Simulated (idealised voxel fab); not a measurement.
process module | voxel gate over fins
cross-section cut | 255 nm wide | cells 5 nm
A cross-section is a grid of square cells, given in bands from the top down. A band is one or more rows of cells.
Each band's line starts with the height of the band's top and of its bottom, in nm. Then come its materials from left to right, each with its width in nm. One material with "throughout" fills the band from edge to edge. "air" is empty space.
Height 0 is the level under which the wafer as received is all one material. The lowest band goes on downwards, as in "0 down".
A width such as "30 to 40" changes by the same amount from each row of cells to the next, from the band's top row to its bottom row.
"no change" after a step means that no cell of the cross-section changed.
closed voids: empty space of 8 cells or more with no open way to the top, each as width x height at its distance from the left edge, in nm
after a step's settings: what the simulator itself notes on the step
overlay nm, on a step with a mask: how far to the right of its planned place the mask lay; to the left if negative
plan
1 op RECEIVE | material Si
2 op CONFORMAL_DEP | material SiN | thk nm 5
3 op MASKED_ETCH | tone cover | mask id FINS | width nm 15 | pitch nm 50 | etch materials SiN | depth nm 5 | overlay nm 0
4 op MASKED_ETCH | tone cover | mask id FINS | width nm 15 | pitch nm 50 | etch materials Si | depth nm 30 | overlay nm 0
5 op FILL_DEP | material SiO2 | thk nm 10
6 op CMP | height nm 5
7 op MASKED_ETCH | tone open | mask id RAIL | width nm 15 | etch materials SiO2 | depth nm 30 | overlay nm 0
8 op CONFORMAL_DEP | material TiN | thk nm 5
9 op FILL_DEP | material Ru | thk nm 5
10 op CMP | height nm 5
11 op SELECTIVE_ETCH | etch materials W Ru TiN | depth nm 20
12 op FILL_DEP | material SiO2 | thk nm 5
13 op CMP | height nm 5
14 op SELECTIVE_ETCH | etch materials SiO2 | depth nm 15
15 op STRIP | etch materials SiN
16 op CONFORMAL_DEP | material HfO2 | thk nm 5
17 op CONFORMAL_DEP | material TiN | thk nm 5
18 op CONFORMAL_DEP | material TiAl | thk nm 5
19 op CONFORMAL_DEP | material TiN | thk nm 5
20 op FILL_DEP | material W | thk nm 10
21 op CMP | height nm 25
22 op CONFORMAL_DEP | material SiCN | thk nm 5
as received, after step 1
  0 down: Si throughout
  closed voids: none
first wafer at the end, as planned
  30 to 25: SiCN throughout
  25 to 20: W throughout
  20 to 15: W 50 | TiN 155 | W 50
  15 to 10: W 50 | TiN 5 | TiAl 45 | TiN 5 | TiAl 45 | TiN 5 | TiAl 45 | TiN 5 | W 50
  10 to 5: TiN 55 | TiAl 5 | TiN 35 | TiAl 5 | TiN 5 | TiAl 5 | TiN 35 | TiAl 5 | TiN 5 | TiAl 5 | TiN 35 | TiAl 5 | TiN 55
  5 to 0: TiAl 60 | TiN 5 | HfO2 25 | TiN 5 | TiAl 15 | TiN 5 | HfO2 25 | TiN 5 | TiAl 15 | TiN 5 | HfO2 25 | TiN 5 | TiAl 60
  0 to -5: TiN 65 | HfO2 5 | Si 15 | HfO2 5 | TiN 25 | HfO2 5 | Si 15 | HfO2 5 | TiN 25 | HfO2 5 | Si 15 | HfO2 5 | TiN 65
  -5 to -10: HfO2 70 | Si 15 | HfO2 35 | Si 15 | HfO2 35 | Si 15 | HfO2 70
  -10 to -15: SiO2 70 | Si 15 | SiO2 35 | Si 15 | SiO2 35 | Si 15 | SiO2 70
  -15 to -20: SiO2 70 | Si 15 | SiO2 10 | TiN 5 | Ru 5 | TiN 5 | SiO2 10 | Si 15 | SiO2 35 | Si 15 | SiO2 70
  -20 to -25: SiO2 70 | Si 15 | SiO2 10 | TiN 15 | SiO2 10 | Si 15 | SiO2 35 | Si 15 | SiO2 70
  -25 to -30: SiO2 70 | Si 15 | SiO2 35 | Si 15 | SiO2 35 | Si 15 | SiO2 70
  -30 down: Si throughout
  closed voids: none
second wafer at the end: like start, like plan, one mistake
  30 to 25: SiCN throughout
  25 to 20: W throughout
  20 to 15: TiN throughout
  15 to 10: TiAl throughout
  10 to 5: TiN throughout
  5 to 0: HfO2 throughout
  0 to -15: SiO2 70 | Si 15 | SiO2 35 | Si 15 | SiO2 35 | Si 15 | SiO2 70
  -15 to -20: SiO2 70 | Si 15 | SiO2 10 | TiN 5 | Ru 5 | TiN 5 | SiO2 10 | Si 15 | SiO2 35 | Si 15 | SiO2 70
  -20 to -25: SiO2 70 | Si 15 | SiO2 10 | TiN 15 | SiO2 10 | Si 15 | SiO2 35 | Si 15 | SiO2 70
  -25 to -30: SiO2 70 | Si 15 | SiO2 35 | Si 15 | SiO2 35 | Si 15 | SiO2 70
  -30 down: Si throughout
  closed voids: none
what went wrong: step 14 ran as: op SELECTIVE_ETCH | etch materials SiO2 | depth nm 5
at the end the second wafer has, in cells: 12 fewer of HfO2 | 84 more of SiO2 | 12 fewer of TiAl | 20 fewer of TiN | 40 fewer of W
